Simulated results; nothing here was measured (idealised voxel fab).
The process module that follows is named voxel released beams.
Cross-section cut: width 160 nm, square cells of 5 nm.
Cross-section layout: square cells on a grid; listed as bands, top to bottom; a band spans one or more cell rows.
The entry gives the band's vertical extent as a top height and a bottom height in nm, then its horizontal make-up as materials from left to right, each with a width in nm. "empty" stands for empty space; a single material marked "all across" fills the band edge to edge.
Basically, 0 is our baseline, since under it the wafer straight out of the box is all one material. The bottom band has no lower end and keeps on going down, so it looks like "0 -> down".
So if you see something like "30 to 40" for the width, read it as the top row of the band sitting at the first number and the bottom row at the second, with every row in between moving by the same amount as the last.
"nothing changed" after a step means that no cell of the cross-section changed.
"Closed cavities" lists enclosed empty spaces (at least 8 cells, no open path upward to the top), each as width x height at distance from the left edge, in nm.
What comes after the settings on a step's line is commentary from the simulator itself on that step.
When a step includes a mask, the "overlay nm" setting on its line states how far to the right of its planned place that mask lay, and negative values state how far to the left.

-- Process steps foreseen in the plan
1: RECEIVE with material Si
2: CONFORMAL_DEP with material SiN, thk nm 10
3: DIRECTIONAL_DEP with material SiO2, thk nm 15
4: PATTERN with tone open, mask id ANCHOR, material resist, width nm 40, thk nm 20, overlay nm 0
5: DIRECTIONAL_ETCH with etch materials SiO2, depth nm 15
6: STRIP with etch materials resist
7: CONFORMAL_DEP with material TiN, thk nm 15
8: PATTERN with tone cover, mask id BEAM, material resist, width nm 90, thk nm 15, overlay nm 0
9: DIRECTIONAL_ETCH with etch materials TiN, depth nm 15
10: STRIP with etch materials resist
11: STRIP with etch materials SiO2

-- Incoming wafer, cross-sectional view, post step 1
- 0 -> down = Si all across
- Closed cavities: none

-- Cross-sectional result after module completion. Note: starting condition and plan are unchanged from above; one processing mistake was made
- 40 -> 25 = empty: 35, then TiN: 15, then empty: 10, then TiN: 60, then empty: 40
- 25 -> 10 = empty: 35, then TiN: 40, then empty: 85
- 10 -> 0 = SiN all across
- 0 -> down = Si all across
- Closed cavities: none
Misprocessing identified: heads up, step 8 didn't go per plan, it actually ran as PATTERN with tone cover, mask id BEAM, material resist, width nm 85, thk nm 15, overlay nm 0
